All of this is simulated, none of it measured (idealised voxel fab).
voxel trench capacitor: a process module
FYI the section here is cut, 140 nm wide, cells are 5 nm squares.
This document writes a cross-section as a grid whose cells are square, and gives it as bands, listed from the top down; one or more rows of cells form a band.
Heights first: top, then bottom, in nm. Then materials, left to right, each with a width in nm. "all across" on a single material: fills the band edge to edge. "blank": empty space.
Zero point of the height axis is 0; under it, received wafer = one material. Lowest band: continues down indefinitely, "0 nm and below".
Note: "30 to 40" means the width goes from the first number (top row of the band) to the second number (bottom row) in equal steps per row of cells.
The cross-section has no changed cell in any step marked "stayed the same".
You'll see "Trapped voids" listing empty spaces that have no way open to the top, as long as they're 8 cells or more; the notation is width x height at distance, where the distance is from the left edge, and all of it is in nm.
Past the settings on a step's line: simulator remark, on that step.
A step line may carry the setting "overlay nm", which, for steps involving a mask, states the distance by which the mask lay to the right of its intended position; negative values denote displacement to the left.

[So here's the lineup of process steps we planned]
1) RECEIVE,material Si
2) CONFORMAL_DEP,material SiN,thk nm 10
3) PATTERN,tone open,mask id TRENCH,material resist,width nm 20,pitch nm 40,thk nm 15,overlay nm 0
4) DIRECTIONAL_ETCH,etch materials SiN,depth nm 10
5) DIRECTIONAL_ETCH,etch materials Si,depth nm 25
6) STRIP,etch materials resist
7) CONFORMAL_DEP,material SiO2,thk nm 5
8) FILL_DEP,material polySi,thk nm 10
9) CMP,height nm 10

[Cross-section of the incoming wafer, state after step 1]
* 0 nm and below: Si all across
* Trapped voids: none

[The cross-section shown corresponds to the wafer at the conclusion of the module. The initial structure and the process plan are those presented above; however, one mistake occurred in executing the plan]
* 25 nm to 15 nm: polySi all across
* 15 nm to 10 nm: SiO2 45 nm; polySi 10 nm; SiO2 30 nm; polySi 10 nm; SiO2 45 nm
* 10 nm to 0 nm: SiN 40 nm; SiO2 5 nm; polySi 10 nm; SiO2 5 nm; SiN 20 nm; SiO2 5 nm; polySi 10 nm; SiO2 5 nm; SiN 40 nm
* 0 nm to -20 nm: Si 40 nm; SiO2 5 nm; polySi 10 nm; SiO2 5 nm; Si 20 nm; SiO2 5 nm; polySi 10 nm; SiO2 5 nm; Si 40 nm
* -20 nm to -25 nm: Si 40 nm; SiO2 20 nm; Si 20 nm; SiO2 20 nm; Si 40 nm
* -25 nm and below: Si all across
* Trapped voids: none
Plan not followed: heads up, step 9 of the plan was skipped and never actually ran
